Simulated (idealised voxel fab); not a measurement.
Proc. module: voxel transistor to metal
Section shown: cut. Width: 295 nm. Cell size: 5 nm, square.
We lay out every cross-section as a grid of square cells and spell it out in bands from the top down, where one band means one or more rows of cells. The band entry comprises the height of the band's top followed by the height of its bottom, expressed in nm, and subsequently the band's materials from left to right, each stated together with its width in nm. Where a single material is marked with the word "all across", that material fills the band from edge to edge. The word "empty" represents empty space. Heights are measured from 0, the level below which the as-received wafer is all one material; the lowest band has no bottom and continues downward, written as in "0 -> down". Width "30..40": first value at the band's top row of cells, second value at its bottom row, equal change from row to row. "remained the same" -> step changed no cross-section cell. Closed empty spaces (no open way to the top) of 8 cells or more are what "Trapped void list" lists, each as width x height at distance from the left edge, nm for all three. Note: text after step settings on the step line = simulator remark on that step. The line of a step may include "overlay nm". On a step with a mask, this value is how far to the right of its planned place the mask lay. A negative value means the mask lay to the left.

The process steps that were planned are listed below
1) RECEIVE | material Si
2) CONFORMAL_DEP | material SiO2 | thk nm 5
3) CONFORMAL_DEP | material SiN | thk nm 10
4) DIRECTIONAL_DEP | material aC | thk nm 15
5) PATTERN | tone cover | mask id ACTIVE | material resist | width nm 115 | pitch nm 145 | thk nm 30 | overlay nm 0
6) DIRECTIONAL_ETCH | etch materials aC | depth nm 15
7) STRIP | etch materials resist
8) DIRECTIONAL_ETCH | etch materials SiN | depth nm 10
9) DIRECTIONAL_ETCH | etch materials SiO2 | depth nm 5
10) DIRECTIONAL_ETCH | etch materials Si | depth nm 30
11) STRIP | etch materials aC
12) OXIDIZE | depth nm 5
13) FILL_DEP | material SiO2 | thk nm 5
14) CMP | height nm 15
15) SELECTIVE_ETCH | etch materials SiO2 | depth nm 10
16) STRIP | etch materials SiN
17) SELECTIVE_ETCH | etch materials SiO2 | depth nm 5
18) OXIDIZE | depth nm 5
19) DIRECTIONAL_DEP | material polySi | thk nm 20
20) DIRECTIONAL_DEP | material SiCN | thk nm 10
21) DIRECTIONAL_DEP | material aC | thk nm 15
22) PATTERN | tone cover | mask id GATE | material resist | width nm 25 | pitch nm 145 | thk nm 30 | overlay nm 0
23) DIRECTIONAL_ETCH | etch materials aC | depth nm 15
24) STRIP | etch materials resist
25) DIRECTIONAL_ETCH | etch materials SiCN | depth nm 20
26) DIRECTIONAL_ETCH | etch materials polySi | depth nm 30
27) STRIP | etch materials aC
28) CONFORMAL_DEP | material SiN | thk nm 5
29) DIRECTIONAL_ETCH | etch materials SiN | depth nm 5
30) DIRECTIONAL_ETCH | etch materials SiO2 | depth nm 5
31) DIRECTIONAL_ETCH | etch materials Si | depth nm 5
32) EPI | material pSi | thk nm 5
33) FILL_DEP | material SiO2 | thk nm 5
34) CMP | height nm 20
35) STRIP | etch materials polySi
36) SELECTIVE_ETCH | etch materials SiO2 | depth nm 5
37) CONFORMAL_DEP | material HfO2 | thk nm 5
38) CONFORMAL_DEP | material TiN | thk nm 5
39) FILL_DEP | material W | thk nm 10
40) CMP | height nm 15
41) DIRECTIONAL_DEP | material SiO2 | thk nm 10
42) PATTERN | tone open | mask id CONTACT | material resist | width nm 20 | thk nm 15 | overlay nm 0
43) DIRECTIONAL_ETCH | etch materials SiO2 | depth nm 30
44) STRIP | etch materials resist
45) CONFORMAL_DEP | material TiN | thk nm 5
46) FILL_DEP | material W | thk nm 5
47) CMP | height nm 25
48) CONFORMAL_DEP | material SiN | thk nm 5
49) DIRECTIONAL_DEP | material lowk | thk nm 20
50) MASKED_ETCH | tone open | mask id METAL_1 | width nm 20 | etch materials lowk | depth nm 20 | overlay nm 0
51) MASKED_ETCH | tone open | mask id METAL_1 | width nm 20 | etch materials SiN | depth nm 5 | overlay nm -10
52) CONFORMAL_DEP | material TiN | thk nm 5
53) FILL_DEP | material Cu | thk nm 5
54) CMP | height nm 50
55) EPI | material Ru | thk nm 5
56) FILL_DEP | material SiCN | thk nm 5
57) DIRECTIONAL_DEP | material lowk | thk nm 25
58) MASKED_ETCH | tone open | mask id METAL_2_HOLES | width nm 15 | pitch nm 145 | etch materials lowk | depth nm 25 | overlay nm 0
59) DIRECTIONAL_DEP | material aC | thk nm 15
60) PATTERN | tone open | mask id METAL_2 | material resist | width nm 20 | pitch nm 145 | thk nm 35 | overlay nm 0
61) DIRECTIONAL_ETCH | etch materials aC | depth nm 15
62) STRIP | etch materials resist
63) DIRECTIONAL_ETCH | etch materials lowk | depth nm 15
64) DIRECTIONAL_ETCH | etch materials SiCN | depth nm 5
65) STRIP | etch materials aC
66) CONFORMAL_DEP | material TiN | thk nm 5
67) FILL_DEP | material Cu | thk nm 10
68) CMP | height nm 85
69) CONFORMAL_DEP | material SiN | thk nm 5
Across this set of wafers, the varied parameter is the overlay nm of step 51. Starting conditions are identical for every wafer, and the plan reports the value assigned to the first wafer.

The first of several wafers in cross-section, exactly as it reached us after step 1
	0 -> down: Si all across
	Trapped void list: none

The figure below presents a cross-section of the first of several wafers at the conclusion of the module, following its last step, step 69
	90 -> 85: SiN all across
	85 -> 75: lowk 25 nm; TiN 5 nm; Cu 10 nm; TiN 5 nm; lowk 125 nm; TiN 5 nm; Cu 10 nm; TiN 5 nm; lowk 105 nm
	75 -> 70: lowk 25 nm; TiN 5 nm; Cu 5 nm; TiN 10 nm; lowk 125 nm; TiN 5 nm; Cu 5 nm; TiN 10 nm; lowk 105 nm
	70 -> 60: lowk 25 nm; TiN 5 nm; Cu 5 nm; TiN 5 nm; lowk 130 nm; TiN 5 nm; Cu 5 nm; TiN 5 nm; lowk 110 nm
	60 -> 55: SiCN 25 nm; TiN 15 nm; SiCN 130 nm; TiN 15 nm; SiCN 110 nm
	55 -> 50: SiCN 20 nm; Ru 30 nm; SiCN 45 nm; Ru 30 nm; SiCN 40 nm; Ru 30 nm; SiCN 45 nm; Ru 30 nm; SiCN 25 nm
	50 -> 35: lowk 25 nm; TiN 5 nm; Cu 10 nm; TiN 5 nm; lowk 55 nm; TiN 5 nm; Cu 10 nm; TiN 5 nm; lowk 50 nm; TiN 5 nm; Cu 10 nm; TiN 5 nm; lowk 55 nm; TiN 5 nm; Cu 10 nm; TiN 5 nm; lowk 30 nm
	35 -> 30: lowk 25 nm; TiN 20 nm; lowk 55 nm; TiN 20 nm; lowk 50 nm; TiN 20 nm; lowk 55 nm; TiN 20 nm; lowk 30 nm
	30 -> 25: SiN 25 nm; TiN 10 nm; SiN 65 nm; TiN 10 nm; SiN 60 nm; TiN 10 nm; SiN 65 nm; TiN 10 nm; SiN 40 nm
	25 -> 15: SiO2 25 nm; TiN 5 nm; W 10 nm; TiN 5 nm; SiO2 55 nm; TiN 5 nm; W 10 nm; TiN 5 nm; SiO2 50 nm; TiN 5 nm; W 10 nm; TiN 5 nm; SiO2 55 nm; TiN 5 nm; W 10 nm; TiN 5 nm; SiO2 30 nm
	15 -> 5: SiO2 25 nm; TiN 5 nm; W 10 nm; TiN 5 nm; SiO2 10 nm; SiN 5 nm; HfO2 5 nm; TiN 5 nm; W 5 nm; TiN 5 nm; HfO2 5 nm; SiN 5 nm; SiO2 10 nm; TiN 5 nm; W 10 nm; TiN 5 nm; SiO2 50 nm; TiN 5 nm; W 10 nm; TiN 5 nm; SiO2 10 nm; SiN 5 nm; HfO2 5 nm; TiN 5 nm; W 5 nm; TiN 5 nm; HfO2 5 nm; SiN 5 nm; SiO2 10 nm; TiN 5 nm; W 10 nm; TiN 5 nm; SiO2 30 nm
	5 -> 0: SiO2 25 nm; TiN 5 nm; W 10 nm; TiN 5 nm; SiO2 10 nm; SiN 5 nm; HfO2 5 nm; TiN 15 nm; HfO2 5 nm; SiN 5 nm; SiO2 10 nm; TiN 5 nm; W 10 nm; TiN 5 nm; SiO2 50 nm; TiN 5 nm; W 10 nm; TiN 5 nm; SiO2 10 nm; SiN 5 nm; HfO2 5 nm; TiN 15 nm; HfO2 5 nm; SiN 5 nm; SiO2 10 nm; TiN 5 nm; W 10 nm; TiN 5 nm; SiO2 30 nm
	0 -> -5: SiO2 25 nm; TiN 20 nm; SiO2 5 nm; pSi 5 nm; HfO2 35 nm; pSi 5 nm; SiO2 5 nm; TiN 20 nm; SiO2 50 nm; TiN 20 nm; SiO2 5 nm; pSi 5 nm; HfO2 35 nm; pSi 5 nm; SiO2 5 nm; TiN 20 nm; SiO2 30 nm
	-5 -> -10: SiO2 20 nm; pSi 35 nm; Si 35 nm; pSi 35 nm; SiO2 40 nm; pSi 35 nm; Si 35 nm; pSi 35 nm; SiO2 25 nm
	-10 -> -35: SiO2 20 nm; Si 105 nm; SiO2 40 nm; Si 105 nm; SiO2 25 nm
	-35 -> down: Si all across
	Trapped void list: none

A cross-section through the last wafer at the close of the module
	90 -> 85: SiN all across
	85 -> 75: lowk 25 nm; TiN 5 nm; Cu 10 nm; TiN 5 nm; lowk 125 nm; TiN 5 nm; Cu 10 nm; TiN 5 nm; lowk 105 nm
	75 -> 70: lowk 25 nm; TiN 5 nm; Cu 5 nm; TiN 10 nm; lowk 125 nm; TiN 5 nm; Cu 5 nm; TiN 10 nm; lowk 105 nm
	70 -> 60: lowk 25 nm; TiN 5 nm; Cu 5 nm; TiN 5 nm; lowk 130 nm; TiN 5 nm; Cu 5 nm; TiN 5 nm; lowk 110 nm
	60 -> 55: SiCN 25 nm; TiN 15 nm; SiCN 130 nm; TiN 15 nm; SiCN 110 nm
	55 -> 50: SiCN 20 nm; Ru 30 nm; SiCN 45 nm; Ru 30 nm; SiCN 40 nm; Ru 30 nm; SiCN 45 nm; Ru 30 nm; SiCN 25 nm
	50 -> 35: lowk 25 nm; TiN 5 nm; Cu 10 nm; TiN 5 nm; lowk 55 nm; TiN 5 nm; Cu 10 nm; TiN 5 nm; lowk 50 nm; TiN 5 nm; Cu 10 nm; TiN 5 nm; lowk 55 nm; TiN 5 nm; Cu 10 nm; TiN 5 nm; lowk 30 nm
	35 -> 30: lowk 25 nm; TiN 20 nm; lowk 55 nm; TiN 20 nm; lowk 50 nm; TiN 20 nm; lowk 55 nm; TiN 20 nm; lowk 30 nm
	30 -> 25: SiN 40 nm; TiN 5 nm; SiN 70 nm; TiN 5 nm; SiN 65 nm; TiN 5 nm; SiN 70 nm; TiN 5 nm; SiN 30 nm
	25 -> 15: SiO2 25 nm; TiN 5 nm; W 10 nm; TiN 5 nm; SiO2 55 nm; TiN 5 nm; W 10 nm; TiN 5 nm; SiO2 50 nm; TiN 5 nm; W 10 nm; TiN 5 nm; SiO2 55 nm; TiN 5 nm; W 10 nm; TiN 5 nm; SiO2 30 nm
	15 -> 5: SiO2 25 nm; TiN 5 nm; W 10 nm; TiN 5 nm; SiO2 10 nm; SiN 5 nm; HfO2 5 nm; TiN 5 nm; W 5 nm; TiN 5 nm; HfO2 5 nm; SiN 5 nm; SiO2 10 nm; TiN 5 nm; W 10 nm; TiN 5 nm; SiO2 50 nm; TiN 5 nm; W 10 nm; TiN 5 nm; SiO2 10 nm; SiN 5 nm; HfO2 5 nm; TiN 5 nm; W 5 nm; TiN 5 nm; HfO2 5 nm; SiN 5 nm; SiO2 10 nm; TiN 5 nm; W 10 nm; TiN 5 nm; SiO2 30 nm
	5 -> 0: SiO2 25 nm; TiN 5 nm; W 10 nm; TiN 5 nm; SiO2 10 nm; SiN 5 nm; HfO2 5 nm; TiN 15 nm; HfO2 5 nm; SiN 5 nm; SiO2 10 nm; TiN 5 nm; W 10 nm; TiN 5 nm; SiO2 50 nm; TiN 5 nm; W 10 nm; TiN 5 nm; SiO2 10 nm; SiN 5 nm; HfO2 5 nm; TiN 15 nm; HfO2 5 nm; SiN 5 nm; SiO2 10 nm; TiN 5 nm; W 10 nm; TiN 5 nm; SiO2 30 nm
	0 -> -5: SiO2 25 nm; TiN 20 nm; SiO2 5 nm; pSi 5 nm; HfO2 35 nm; pSi 5 nm; SiO2 5 nm; TiN 20 nm; SiO2 50 nm; TiN 20 nm; SiO2 5 nm; pSi 5 nm; HfO2 35 nm; pSi 5 nm; SiO2 5 nm; TiN 20 nm; SiO2 30 nm
	-5 -> -10: SiO2 20 nm; pSi 35 nm; Si 35 nm; pSi 35 nm; SiO2 40 nm; pSi 35 nm; Si 35 nm; pSi 35 nm; SiO2 25 nm
	-10 -> -35: SiO2 20 nm; Si 105 nm; SiO2 40 nm; Si 105 nm; SiO2 25 nm
	-35 -> down: Si all across
	Trapped void list: none

Below: a row per wafer. Contents at end of module: for every material, cells gained since receipt (+) or lost since receipt (-); then closed voids
overlay nm -10, +38 Cu, +26 HfO2, +24 Ru, -189 Si, +88 SiCN, +122 SiN, +300 SiO2, +146 TiN, +44 W, +431 lowk, +32 pSi, Trapped void list: none
overlay nm -5, +42 Cu, +26 HfO2, +24 Ru, -189 Si, +88 SiCN, +118 SiN, +300 SiO2, +146 TiN, +44 W, +431 lowk, +32 pSi, Trapped void list: none
overlay nm 0, +46 Cu, +26 HfO2, +24 Ru, -189 Si, +88 SiCN, +114 SiN, +300 SiO2, +146 TiN, +44 W, +431 lowk, +32 pSi, Trapped void list: none
overlay nm 5, +42 Cu, +26 HfO2, +24 Ru, -189 Si, +88 SiCN, +118 SiN, +300 SiO2, +146 TiN, +44 W, +431 lowk, +32 pSi, Trapped void list: none
overlay nm 10, +38 Cu, +26 HfO2, +24 Ru, -189 Si, +88 SiCN, +122 SiN, +300 SiO2, +146 TiN, +44 W, +431 lowk, +32 pSi, Trapped void list: none
overlay nm 15, +38 Cu, +26 HfO2, +24 Ru, -189 Si, +88 SiCN, +126 SiN, +300 SiO2, +142 TiN, +44 W, +431 lowk, +32 pSi, Trapped void list: none
